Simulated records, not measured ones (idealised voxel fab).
The name of this process module is voxel ribs on slabs.
Square cell edge 5 nm, section width 220 nm, ID cut.
Cross-section format: a grid of square cells, given as bands from top to bottom; each band is one or more rows of cells. It is stipulated that each band's entry specify, in nanometres, the height of the top of the band and then that of its bottom, followed by the materials of the band in left-to-right sequence, each together with its width in nanometres. A single material marked by the word "edge to edge" is understood to fill the band from edge to edge; the word "empty" is understood to denote empty space. Counting heights begins at 0, where everything beneath is, in the wafer as received, one material. The lowest band has no bottom; it goes on downwards, as "0 nm and below" shows. A width given as "30->40" starts at the first number in the band's top row and ends at the second number in its bottom row, shifting by an equal amount at every step from row to row. When a step is marked "nothing changed", none of the cells in the cross-section changed during that step. The list in "Unvented voids" covers empty spaces of 8 cells or more that cannot reach the top through any open way, and it gives each as width x height at distance; the distance is from the left edge, and width, height and distance are in nm. It should be noted that, on the line of a given step, the content following the step's settings is a remark produced by the simulator itself with respect to that step. "overlay nm" on a masked step: distance the mask lay right of its planned place, negative for left. Read the rest as pairs. Take the cross-section before one process step, then the cross-section after it, which shows only down to the lowest band that changed. Under the pair, find the step between them and its settings. Bear in mind that pairs may come from different runs of this module on the same starting wafer: link a pair to the pair above it only where its entry headed "Incoming profile" says to.
Incoming profile
	0 nm and below = Si edge to edge
	Unvented voids: none
after
	20 nm to 0 nm = SiO2 edge to edge
	Below 0, no change.
	Unvented voids: none
Step between the cross-sections above: DIRECTIONAL_DEP: material SiO2, thk nm 20
Incoming profile: equal to the after panel directly above.
after
	45 nm to 20 nm = polySi edge to edge
	Below 20, no change.
	Unvented voids: none
Step between the cross-sections above: DIRECTIONAL_DEP: material polySi, thk nm 25
Incoming profile: equal to the after panel directly above.
after
	65 nm to 45 nm = empty 95; resist 25; empty 100
	Below 45, no change.
	Unvented voids: none
Step between the cross-sections above: PATTERN: tone cover, mask id RIB, material resist, width nm 25, thk nm 20, overlay nm 0
Incoming profile: equal to the after panel directly above.
after
	65 nm to 45 nm = empty 95; resist 25; empty 100
	45 nm to 40 nm = empty 95; polySi 25; empty 100
	Below 40, no change.
	Unvented voids: none
Step between the cross-sections above: DIRECTIONAL_ETCH: etch materials polySi, depth nm 5
Incoming profile: equal to the after panel directly above.
after
	45 nm to 40 nm = empty 95; polySi 25; empty 100
	Below 40, no change.
	Unvented voids: none
Step between the cross-sections above: STRIP: etch materials resist
Incoming profile: equal to the after panel directly above.
after
	45 nm to 40 nm = empty 95; polySi 25; empty 100
	40 nm to 20 nm = empty 70; polySi 75; empty 75
	Below 20, no change.
	Unvented voids: none
Step between the cross-sections above: MASKED_ETCH: tone cover, mask id SLAB, width nm 75, etch materials polySi, depth nm 20, overlay nm 0
Incoming profile: equal to the after panel directly above.
after
	65 nm to 45 nm = SiO2 edge to edge
	45 nm to 40 nm = SiO2 95; polySi 25; SiO2 100
	40 nm to 20 nm = SiO2 70; polySi 75; SiO2 75
	Below 20, no change.
	Unvented voids: none
Step between the cross-sections above: FILL_DEP: material SiO2, thk nm 20
Incoming profile: equal to the after panel directly above.
after
	55 nm to 45 nm = SiO2 edge to edge
	Below 45, no change.
	Unvented voids: none
Step between the cross-sections above: CMP: height nm 55
Incoming profile: equal to the after panel directly above.
after
	65 nm to 55 nm = W edge to edge
	Below 55, no change.
	Unvented voids: none
Step between the cross-sections above: DIRECTIONAL_DEP: material W, thk nm 10
Incoming profile: equal to the after panel directly above.
after
	75 nm to 65 nm = aC edge to edge
	Below 65, no change.
	Unvented voids: none
Step between the cross-sections above: DIRECTIONAL_DEP: material aC, thk nm 10
Incoming profile: equal to the after panel directly above.
after
	105 nm to 75 nm = empty 90; resist 35; empty 95
	Below 75, no change.
	Unvented voids: none
Step between the cross-sections above: PATTERN: tone cover, mask id HEATER, material resist, width nm 35, thk nm 30, overlay nm 0
Incoming profile: equal to the after panel directly above.
after
	95 nm to 75 nm = empty 90; resist 35; empty 95
	75 nm to 65 nm = empty 90; aC 35; empty 95
	Below 65, no change.
	Unvented voids: none
Step between the cross-sections above: DIRECTIONAL_ETCH: etch materials aC, depth nm 10
Incoming profile: equal to the after panel directly above.
after
	75 nm to 65 nm = empty 90; aC 35; empty 95
	Below 65, no change.
	Unvented voids: none
Step between the cross-sections above: STRIP: etch materials resist
Incoming profile: equal to the after panel directly above.
after
	75 nm to 65 nm = empty 90; aC 35; empty 95
	65 nm to 55 nm = empty 90; W 35; empty 95
	Below 55, no change.
	Unvented voids: none
Step between the cross-sections above: DIRECTIONAL_ETCH: etch materials W, depth nm 10
Incoming profile: equal to the after panel directly above.
after
	65 nm to 55 nm = empty 90; W 35; empty 95
	Below 55, no change.
	Unvented voids: none
Step between the cross-sections above: STRIP: etch materials aC
Incoming profile: equal to the after panel directly above.
after
	70 nm to 65 nm = empty 85; SiN 45; empty 90
	65 nm to 60 nm = empty 85; SiN 5; W 35; SiN 5; empty 90
	60 nm to 55 nm = SiN 90; W 35; SiN 95
	Below 55, no change.
	Unvented voids: none
Step between the cross-sections above: CONFORMAL_DEP: material SiN, thk nm 5
Incoming profile
	20 nm to 0 nm = SiO2 edge to edge
	0 nm and below = Si edge to edge
	Unvented voids: none
after
	40 nm to 0 nm = SiO2 edge to edge
	Below 0, no change.
	Unvented voids: none
Step between the cross-sections above: DIRECTIONAL_DEP: material SiO2, thk nm 20
Incoming profile: equal to the after panel directly above.
after
	65 nm to 40 nm = polySi edge to edge
	Below 40, no change.
	Unvented voids: none
Step between the cross-sections above: DIRECTIONAL_DEP: material polySi, thk nm 25
Incoming profile: equal to the after panel directly above.
after
	85 nm to 65 nm = empty 95; resist 25; empty 100
	Below 65, no change.
	Unvented voids: none
Step between the cross-sections above: PATTERN: tone cover, mask id RIB, material resist, width nm 25, thk nm 20, overlay nm 0
Incoming profile: equal to the after panel directly above.
after
	85 nm to 65 nm = empty 95; resist 25; empty 100
	65 nm to 60 nm = empty 95; polySi 25; empty 100
	Below 60, no change.
	Unvented voids: none
Step between the cross-sections above: DIRECTIONAL_ETCH: etch materials polySi, depth nm 5
Incoming profile: equal to the after panel directly above.
after
	65 nm to 60 nm = empty 95; polySi 25; empty 100
	Below 60, no change.
	Unvented voids: none
Step between the cross-sections above: STRIP: etch materials resist
Incoming profile: equal to the after panel directly above.
after
	65 nm to 60 nm = empty 95; polySi 25; empty 100
	60 nm to 40 nm = empty 70; polySi 75; empty 75
	Below 40, no change.
	Unvented voids: none
Step between the cross-sections above: MASKED_ETCH: tone cover, mask id SLAB, width nm 75, etch materials polySi, depth nm 20, overlay nm 0
Incoming profile: equal to the after panel directly above.
after
	85 nm to 65 nm = SiO2 edge to edge
	65 nm to 60 nm = SiO2 95; polySi 25; SiO2 100
	60 nm to 40 nm = SiO2 70; polySi 75; SiO2 75
	Below 40, no change.
	Unvented voids: none
Step between the cross-sections above: FILL_DEP: material SiO2, thk nm 20
Incoming profile: equal to the after panel directly above.
after
	55 nm to 40 nm = SiO2 70; polySi 75; SiO2 75
	Below 40, no change.
	Unvented voids: none
Step between the cross-sections above: CMP: height nm 55
Incoming profile: equal to the after panel directly above.
after
	65 nm to 55 nm = W edge to edge
	Below 55, no change.
	Unvented voids: none
Step between the cross-sections above: DIRECTIONAL_DEP: material W, thk nm 10
Incoming profile: equal to the after panel directly above.
after
	75 nm to 65 nm = aC edge to edge
	Below 65, no change.
	Unvented voids: none
Step between the cross-sections above: DIRECTIONAL_DEP: material aC, thk nm 10
Incoming profile: equal to the after panel directly above.
after
	105 nm to 75 nm = empty 90; resist 35; empty 95
	Below 75, no change.
	Unvented voids: none
Step between the cross-sections above: PATTERN: tone cover, mask id HEATER, material resist, width nm 35, thk nm 30, overlay nm 0
Incoming profile: equal to the after panel directly above.
after
	95 nm to 75 nm = empty 90; resist 35; empty 95
	75 nm to 65 nm = empty 90; aC 35; empty 95
	Below 65, no change.
	Unvented voids: none
Step between the cross-sections above: DIRECTIONAL_ETCH: etch materials aC, depth nm 10
Incoming profile: equal to the after panel directly above.
after
	75 nm to 65 nm = empty 90; aC 35; empty 95
	Below 65, no change.
	Unvented voids: none
Step between the cross-sections above: STRIP: etch materials resist
Incoming profile: equal to the after panel directly above.
after
	75 nm to 65 nm = empty 90; aC 35; empty 95
	65 nm to 55 nm = empty 90; W 35; empty 95
	Below 55, no change.
	Unvented voids: none
Step between the cross-sections above: DIRECTIONAL_ETCH: etch materials W, depth nm 10
Incoming profile: equal to the after panel directly above.
after
	65 nm to 55 nm = empty 90; W 35; empty 95
	Below 55, no change.
	Unvented voids: none
Step between the cross-sections above: STRIP: etch materials aC
Incoming profile: equal to the after panel directly above.
after
	70 nm to 65 nm = empty 85; SiN 45; empty 90
	65 nm to 60 nm = empty 85; SiN 5; W 35; SiN 5; empty 90
	60 nm to 55 nm = SiN 90; W 35; SiN 95
	Below 55, no change.
	Unvented voids: none
Step between the cross-sections above: CONFORMAL_DEP: material SiN, thk nm 5
Incoming profile
	0 nm and below = Si edge to edge
	Unvented voids: none
after
	25 nm to 0 nm = polySi edge to edge
	Below 0, no change.
	Unvented voids: none
Step between the cross-sections above: DIRECTIONAL_DEP: material polySi, thk nm 25
Incoming profile: equal to the after panel directly above.
after
	45 nm to 25 nm = SiO2 edge to edge
	Below 25, no change.
	Unvented voids: none
Step between the cross-sections above: DIRECTIONAL_DEP: material SiO2, thk nm 20
Incoming profile: equal to the after panel directly above.
after
	65 nm to 45 nm = empty 95; resist 25; empty 100
	Below 45, no change.
	Unvented voids: none
Step between the cross-sections above: PATTERN: tone cover, mask id RIB, material resist, width nm 25, thk nm 20, overlay nm 0
Incoming profile: equal to the after panel directly above.
after
	45 nm to 25 nm = SiO2 edge to edge
	Below 25, no change.
	Unvented voids: none
Step between the cross-sections above: STRIP: etch materials resist
Incoming profile: equal to the after panel directly above.
after
	65 nm to 25 nm = SiO2 edge to edge
	Below 25, no change.
	Unvented voids: none
Step between the cross-sections above: FILL_DEP: material SiO2, thk nm 20
Incoming profile: equal to the after panel directly above.
after
	55 nm to 25 nm = SiO2 edge to edge
	Below 25, no change.
	Unvented voids: none
Step between the cross-sections above: CMP: height nm 55
Incoming profile: equal to the after panel directly above.
after
	65 nm to 55 nm = W edge to edge
	Below 55, no change.
	Unvented voids: none
Step between the cross-sections above: DIRECTIONAL_DEP: material W, thk nm 10
Incoming profile: equal to the after panel directly above.
after
	75 nm to 65 nm = aC edge to edge
	Below 65, no change.
	Unvented voids: none
Step between the cross-sections above: DIRECTIONAL_DEP: material aC, thk nm 10
Incoming profile: equal to the after panel directly above.
after
	105 nm to 75 nm = empty 90; resist 35; empty 95
	Below 75, no change.
	Unvented voids: none
Step between the cross-sections above: PATTERN: tone cover, mask id HEATER, material resist, width nm 35, thk nm 30, overlay nm 0
Incoming profile: equal to the after panel directly above.
after
	95 nm to 75 nm = empty 90; resist 35; empty 95
	75 nm to 65 nm = empty 90; aC 35; empty 95
	Below 65, no change.
	Unvented voids: none
Step between the cross-sections above: DIRECTIONAL_ETCH: etch materials aC, depth nm 10
Incoming profile: equal to the after panel directly above.
after
	75 nm to 65 nm = empty 90; aC 35; empty 95
	Below 65, no change.
	Unvented voids: none
Step between the cross-sections above: STRIP: etch materials resist
Incoming profile: equal to the after panel directly above.
after
	75 nm to 65 nm = empty 90; aC 35; empty 95
	65 nm to 55 nm = empty 90; W 35; empty 95
	Below 55, no change.
	Unvented voids: none
Step between the cross-sections above: DIRECTIONAL_ETCH: etch materials W, depth nm 10
Incoming profile: equal to the after panel directly above.
after
	65 nm to 55 nm = empty 90; W 35; empty 95
	Below 55, no change.
	Unvented voids: none
Step between the cross-sections above: STRIP: etch materials aC
Incoming profile: equal to the after panel directly above.
after
	70 nm to 65 nm = empty 85; SiN 45; empty 90
	65 nm to 60 nm = empty 85; SiN 5; W 35; SiN 5; empty 90
	60 nm to 55 nm = SiN 90; W 35; SiN 95
	Below 55, no change.
	Unvented voids: none
Step between the cross-sections above: CONFORMAL_DEP: material SiN, thk nm 5
Incoming profile
	20 nm to 0 nm = SiO2 edge to edge
	0 nm and below = Si edge to edge
	Unvented voids: none
after
	55 nm to 20 nm = polySi edge to edge
	Below 20, no change.
	Unvented voids: none
Step between the cross-sections above: DIRECTIONAL_DEP: material polySi, thk nm 35
Incoming profile: equal to the after panel directly above.
after
	75 nm to 55 nm = empty 95; resist 25; empty 100
	Below 55, no change.
	Unvented voids: none
Step between the cross-sections above: PATTERN: tone cover, mask id RIB, material resist, width nm 25, thk nm 20, overlay nm 0
Incoming profile: equal to the after panel directly above.
after
	75 nm to 55 nm = empty 95; resist 25; empty 100
	55 nm to 50 nm = empty 95; polySi 25; empty 100
	Below 50, no change.
	Unvented voids: none
Step between the cross-sections above: DIRECTIONAL_ETCH: etch materials polySi, depth nm 5
Incoming profile: equal to the after panel directly above.
after
	55 nm to 50 nm = empty 95; polySi 25; empty 100
	Below 50, no change.
	Unvented voids: none
Step between the cross-sections above: STRIP: etch materials resist
Incoming profile: equal to the after panel directly above.
after
	55 nm to 50 nm = empty 95; polySi 25; empty 100
	50 nm to 30 nm = empty 70; polySi 75; empty 75
	Below 30, no change.
	Unvented voids: none
Step between the cross-sections above: MASKED_ETCH: tone cover, mask id SLAB, width nm 75, etch materials polySi, depth nm 20, overlay nm 0
Incoming profile: equal to the after panel directly above.
after
	75 nm to 55 nm = SiO2 edge to edge
	55 nm to 50 nm = SiO2 95; polySi 25; SiO2 100
	50 nm to 30 nm = SiO2 70; polySi 75; SiO2 75
	Below 30, no change.
	Unvented voids: none
Step between the cross-sections above: FILL_DEP: material SiO2, thk nm 20
Incoming profile: equal to the after panel directly above.
after
	55 nm to 50 nm = SiO2 95; polySi 25; SiO2 100
	Below 50, no change.
	Unvented voids: none
Step between the cross-sections above: CMP: height nm 55
Incoming profile: equal to the after panel directly above.
after
	65 nm to 55 nm = W edge to edge
	Below 55, no change.
	Unvented voids: none
Step between the cross-sections above: DIRECTIONAL_DEP: material W, thk nm 10
Incoming profile: equal to the after panel directly above.
after
	75 nm to 65 nm = aC edge to edge
	Below 65, no change.
	Unvented voids: none
Step between the cross-sections above: DIRECTIONAL_DEP: material aC, thk nm 10
Incoming profile: equal to the after panel directly above.
after
	105 nm to 75 nm = empty 90; resist 35; empty 95
	Below 75, no change.
	Unvented voids: none
Step between the cross-sections above: PATTERN: tone cover, mask id HEATER, material resist, width nm 35, thk nm 30, overlay nm 0
Incoming profile: equal to the after panel directly above.
after
	95 nm to 75 nm = empty 90; resist 35; empty 95
	75 nm to 65 nm = empty 90; aC 35; empty 95
	Below 65, no change.
	Unvented voids: none
Step between the cross-sections above: DIRECTIONAL_ETCH: etch materials aC, depth nm 10
Incoming profile: equal to the after panel directly above.
after
	75 nm to 65 nm = empty 90; aC 35; empty 95
	Below 65, no change.
	Unvented voids: none
Step between the cross-sections above: STRIP: etch materials resist
Incoming profile: equal to the after panel directly above.
after
	75 nm to 65 nm = empty 90; aC 35; empty 95
	65 nm to 55 nm = empty 90; W 35; empty 95
	Below 55, no change.
	Unvented voids: none
Step between the cross-sections above: DIRECTIONAL_ETCH: etch materials W, depth nm 10
Incoming profile: equal to the after panel directly above.
after
	65 nm to 55 nm = empty 90; W 35; empty 95
	Below 55, no change.
	Unvented voids: none
Step between the cross-sections above: STRIP: etch materials aC
Incoming profile: equal to the after panel directly above.
after
	70 nm to 65 nm = empty 85; SiN 45; empty 90
	65 nm to 60 nm = empty 85; SiN 5; W 35; SiN 5; empty 90
	60 nm to 55 nm = SiN 90; W 35; SiN 95
	Below 55, no change.
	Unvented voids: none
Step between the cross-sections above: CONFORMAL_DEP: material SiN, thk nm 5
Incoming profile
	45 nm to 20 nm = polySi edge to edge
	20 nm to 0 nm = SiO2 edge to edge
	0 nm and below = Si edge to edge
	Unvented voids: none
after
	65 nm to 45 nm = empty 90; resist 35; empty 95
	Below 45, no change.
	Unvented voids: none
Step between the cross-sections above: PATTERN: tone cover, mask id RIB, material resist, width nm 35, thk nm 20, overlay nm 0
Incoming profile: equal to the after panel directly above.
after
	65 nm to 45 nm = empty 90; resist 35; empty 95
	45 nm to 40 nm = empty 90; polySi 35; empty 95
	Below 40, no change.
	Unvented voids: none
Step between the cross-sections above: DIRECTIONAL_ETCH: etch materials polySi, depth nm 5
Incoming profile: equal to the after panel directly above.
after
	45 nm to 40 nm = empty 90; polySi 35; empty 95
	Below 40, no change.
	Unvented voids: none
Step between the cross-sections above: STRIP: etch materials resist
Incoming profile: equal to the after panel directly above.
after
	45 nm to 40 nm = empty 90; polySi 35; empty 95
	40 nm to 20 nm = empty 70; polySi 75; empty 75
	Below 20, no change.
	Unvented voids: none
Step between the cross-sections above: MASKED_ETCH: tone cover, mask id SLAB, width nm 75, etch materials polySi, depth nm 20, overlay nm 0
Incoming profile: equal to the after panel directly above.
after
	65 nm to 45 nm = SiO2 edge to edge
	45 nm to 40 nm = SiO2 90; polySi 35; SiO2 95
	40 nm to 20 nm = SiO2 70; polySi 75; SiO2 75
	Below 20, no change.
	Unvented voids: none
Step between the cross-sections above: FILL_DEP: material SiO2, thk nm 20
Incoming profile: equal to the after panel directly above.
after
	55 nm to 45 nm = SiO2 edge to edge
	Below 45, no change.
	Unvented voids: none
Step between the cross-sections above: CMP: height nm 55
Incoming profile: equal to the after panel directly above.
after
	65 nm to 55 nm = W edge to edge
	Below 55, no change.
	Unvented voids: none
Step between the cross-sections above: DIRECTIONAL_DEP: material W, thk nm 10
Incoming profile: equal to the after panel directly above.
after
	75 nm to 65 nm = aC edge to edge
	Below 65, no change.
	Unvented voids: none
Step between the cross-sections above: DIRECTIONAL_DEP: material aC, thk nm 10
Incoming profile: equal to the after panel directly above.
after
	105 nm to 75 nm = empty 90; resist 35; empty 95
	Below 75, no change.
	Unvented voids: none
Step between the cross-sections above: PATTERN: tone cover, mask id HEATER, material resist, width nm 35, thk nm 30, overlay nm 0
Incoming profile: equal to the after panel directly above.
after
	95 nm to 75 nm = empty 90; resist 35; empty 95
	75 nm to 65 nm = empty 90; aC 35; empty 95
	Below 65, no change.
	Unvented voids: none
Step between the cross-sections above: DIRECTIONAL_ETCH: etch materials aC, depth nm 10
Incoming profile: equal to the after panel directly above.
after
	75 nm to 65 nm = empty 90; aC 35; empty 95
	Below 65, no change.
	Unvented voids: none
Step between the cross-sections above: STRIP: etch materials resist
Incoming profile: equal to the after panel directly above.
after
	75 nm to 65 nm = empty 90; aC 35; empty 95
	65 nm to 55 nm = empty 90; W 35; empty 95
	Below 55, no change.
	Unvented voids: none
Step between the cross-sections above: DIRECTIONAL_ETCH: etch materials W, depth nm 10
Incoming profile: equal to the after panel directly above.
after
	65 nm to 55 nm = empty 90; W 35; empty 95
	Below 55, no change.
	Unvented voids: none
Step between the cross-sections above: STRIP: etch materials aC
Incoming profile: equal to the after panel directly above.
after
	70 nm to 65 nm = empty 85; SiN 45; empty 90
	65 nm to 60 nm = empty 85; SiN 5; W 35; SiN 5; empty 90
	60 nm to 55 nm = SiN 90; W 35; SiN 95
	Below 55, no change.
	Unvented voids: none
Step between the cross-sections above: CONFORMAL_DEP: material SiN, thk nm 5
Incoming profile
	45 nm to 40 nm = empty 95; polySi 25; empty 100
	40 nm to 20 nm = polySi edge to edge
	20 nm to 0 nm = SiO2 edge to edge
	0 nm and below = Si edge to edge
	Unvented voids: none
after
	45 nm to 40 nm = empty 95; polySi 25; empty 100
	40 nm to 20 nm = empty 75; polySi 75; empty 70
	Below 20, no change.
	Unvented voids: none
Step between the cross-sections above: MASKED_ETCH: tone cover, mask id SLAB, width nm 75, etch materials polySi, depth nm 20, overlay nm 5
Incoming profile: equal to the after panel directly above.
after
	65 nm to 45 nm = SiO2 edge to edge
	45 nm to 40 nm = SiO2 95; polySi 25; SiO2 100
	40 nm to 20 nm = SiO2 75; polySi 75; SiO2 70
	Below 20, no change.
	Unvented voids: none
Step between the cross-sections above: FILL_DEP: material SiO2, thk nm 20
Incoming profile: equal to the after panel directly above.
after
	55 nm to 45 nm = SiO2 edge to edge
	Below 45, no change.
	Unvented voids: none
Step between the cross-sections above: CMP: height nm 55
Incoming profile: equal to the after panel directly above.
after
	65 nm to 55 nm = W edge to edge
	Below 55, no change.
	Unvented voids: none
Step between the cross-sections above: DIRECTIONAL_DEP: material W, thk nm 10
Incoming profile: equal to the after panel directly above.
after
	75 nm to 65 nm = aC edge to edge
	Below 65, no change.
	Unvented voids: none
Step between the cross-sections above: DIRECTIONAL_DEP: material aC, thk nm 10
Incoming profile: equal to the after panel directly above.
after
	105 nm to 75 nm = empty 90; resist 35; empty 95
	Below 75, no change.
	Unvented voids: none
Step between the cross-sections above: PATTERN: tone cover, mask id HEATER, material resist, width nm 35, thk nm 30, overlay nm 0
Incoming profile: equal to the after panel directly above.
after
	95 nm to 75 nm = empty 90; resist 35; empty 95
	75 nm to 65 nm = empty 90; aC 35; empty 95
	Below 65, no change.
	Unvented voids: none
Step between the cross-sections above: DIRECTIONAL_ETCH: etch materials aC, depth nm 10
Incoming profile: equal to the after panel directly above.
after
	75 nm to 65 nm = empty 90; aC 35; empty 95
	Below 65, no change.
	Unvented voids: none
Step between the cross-sections above: STRIP: etch materials resist
Incoming profile: equal to the after panel directly above.
after
	75 nm to 65 nm = empty 90; aC 35; empty 95
	65 nm to 55 nm = empty 90; W 35; empty 95
	Below 55, no change.
	Unvented voids: none
Step between the cross-sections above: DIRECTIONAL_ETCH: etch materials W, depth nm 10
Incoming profile: equal to the after panel directly above.
after
	65 nm to 55 nm = empty 90; W 35; empty 95
	Below 55, no change.
	Unvented voids: none
Step between the cross-sections above: STRIP: etch materials aC
Incoming profile: equal to the after panel directly above.
after
	70 nm to 65 nm = empty 85; SiN 45; empty 90
	65 nm to 60 nm = empty 85; SiN 5; W 35; SiN 5; empty 90
	60 nm to 55 nm = SiN 90; W 35; SiN 95
	Below 55, no change.
	Unvented voids: none
Step between the cross-sections above: CONFORMAL_DEP: material SiN, thk nm 5
Incoming profile
	45 nm to 40 nm = empty 95; polySi 25; empty 100
	40 nm to 20 nm = empty 70; polySi 75; empty 75
	20 nm to 0 nm = SiO2 edge to edge
	0 nm and below = Si edge to edge
	Unvented voids: none
after
	65 nm to 45 nm = SiN edge to edge
	45 nm to 40 nm = SiN 95; polySi 25; SiN 100
	40 nm to 20 nm = SiN 70; polySi 75; SiN 75
	Below 20, no change.
	Unvented voids: none
Step between the cross-sections above: FILL_DEP: material SiN, thk nm 20
Incoming profile: equal to the after panel directly above.
after
	55 nm to 45 nm = SiN edge to edge
	Below 45, no change.
	Unvented voids: none
Step between the cross-sections above: CMP: height nm 55
Incoming profile: equal to the after panel directly above.
after
	65 nm to 55 nm = W edge to edge
	Below 55, no change.
	Unvented voids: none
Step between the cross-sections above: DIRECTIONAL_DEP: material W, thk nm 10
Incoming profile: equal to the after panel directly above.
after
	75 nm to 65 nm = aC edge to edge
	Below 65, no change.
	Unvented voids: none
Step between the cross-sections above: DIRECTIONAL_DEP: material aC, thk nm 10
Incoming profile: equal to the after panel directly above.
after
	105 nm to 75 nm = empty 90; resist 35; empty 95
	Below 75, no change.
	Unvented voids: none
Step between the cross-sections above: PATTERN: tone cover, mask id HEATER, material resist, width nm 35, thk nm 30, overlay nm 0
Incoming profile: equal to the after panel directly above.
after
	95 nm to 75 nm = empty 90; resist 35; empty 95
	75 nm to 65 nm = empty 90; aC 35; empty 95
	Below 65, no change.
	Unvented voids: none
Step between the cross-sections above: DIRECTIONAL_ETCH: etch materials aC, depth nm 10
Incoming profile: equal to the after panel directly above.
after
	75 nm to 65 nm = empty 90; aC 35; empty 95
	Below 65, no change.
	Unvented voids: none
Step between the cross-sections above: STRIP: etch materials resist
Incoming profile: equal to the after panel directly above.
after
	75 nm to 65 nm = empty 90; aC 35; empty 95
	65 nm to 55 nm = empty 90; W 35; empty 95
	Below 55, no change.
	Unvented voids: none
Step between the cross-sections above: DIRECTIONAL_ETCH: etch materials W, depth nm 10
Incoming profile: equal to the after panel directly above.
after
	65 nm to 55 nm = empty 90; W 35; empty 95
	Below 55, no change.
	Unvented voids: none
Step between the cross-sections above: STRIP: etch materials aC
Incoming profile: equal to the after panel directly above.
after
	70 nm to 65 nm = empty 85; SiN 45; empty 90
	65 nm to 60 nm = empty 85; SiN 5; W 35; SiN 5; empty 90
	60 nm to 55 nm = SiN 90; W 35; SiN 95
	Below 55, no change.
	Unvented voids: none
Step between the cross-sections above: CONFORMAL_DEP: material SiN, thk nm 5
Incoming profile
	45 nm to 40 nm = empty 95; polySi 25; empty 100
	40 nm to 20 nm = polySi edge to edge
	20 nm to 0 nm = SiO2 edge to edge
	0 nm and below = Si edge to edge
	Unvented voids: none
after
	40 nm to 25 nm = polySi 70; empty 75; polySi 75
	25 nm to 20 nm = polySi 70; empty 25; polySi 25; empty 25; polySi 75
	Below 20, no change.
	Unvented voids: none
Step between the cross-sections above: MASKED_ETCH: tone open, mask id SLAB, width nm 75, etch materials polySi, depth nm 20, overlay nm 0
Incoming profile: equal to the after panel directly above.
after
	60 nm to 40 nm = SiO2 edge to edge
	40 nm to 25 nm = polySi 70; SiO2 75; polySi 75
	25 nm to 20 nm = polySi 70; SiO2 25; polySi 25; SiO2 25; polySi 75
	Below 20, no change.
	Unvented voids: none
Step between the cross-sections above: FILL_DEP: material SiO2, thk nm 20
Incoming profile: equal to the after panel directly above.
after
	55 nm to 40 nm = SiO2 edge to edge
	Below 40, no change.
	Unvented voids: none
Step between the cross-sections above: CMP: height nm 55
Incoming profile: equal to the after panel directly above.
after
	65 nm to 55 nm = W edge to edge
	Below 55, no change.
	Unvented voids: none
Step between the cross-sections above: DIRECTIONAL_DEP: material W, thk nm 10
Incoming profile: equal to the after panel directly above.
after
	75 nm to 65 nm = aC edge to edge
	Below 65, no change.
	Unvented voids: none
Step between the cross-sections above: DIRECTIONAL_DEP: material aC, thk nm 10
Incoming profile: equal to the after panel directly above.
after
	105 nm to 75 nm = empty 90; resist 35; empty 95
	Below 75, no change.
	Unvented voids: none
Step between the cross-sections above: PATTERN: tone cover, mask id HEATER, material resist, width nm 35, thk nm 30, overlay nm 0
Incoming profile: equal to the after panel directly above.
after
	95 nm to 75 nm = empty 90; resist 35; empty 95
	75 nm to 65 nm = empty 90; aC 35; empty 95
	Below 65, no change.
	Unvented voids: none
Step between the cross-sections above: DIRECTIONAL_ETCH: etch materials aC, depth nm 10
Incoming profile: equal to the after panel directly above.
after
	75 nm to 65 nm = empty 90; aC 35; empty 95
	Below 65, no change.
	Unvented voids: none
Step between the cross-sections above: STRIP: etch materials resist
Incoming profile: equal to the after panel directly above.
after
	75 nm to 65 nm = empty 90; aC 35; empty 95
	65 nm to 55 nm = empty 90; W 35; empty 95
	Below 55, no change.
	Unvented voids: none
Step between the cross-sections above: DIRECTIONAL_ETCH: etch materials W, depth nm 10
Incoming profile: equal to the after panel directly above.
after
	65 nm to 55 nm = empty 90; W 35; empty 95
	Below 55, no change.
	Unvented voids: none
Step between the cross-sections above: STRIP: etch materials aC
Incoming profile: equal to the after panel directly above.
after
	70 nm to 65 nm = empty 85; SiN 45; empty 90
	65 nm to 60 nm = empty 85; SiN 5; W 35; SiN 5; empty 90
	60 nm to 55 nm = SiN 90; W 35; SiN 95
	Below 55, no change.
	Unvented voids: none
Step between the cross-sections above: CONFORMAL_DEP: material SiN, thk nm 5
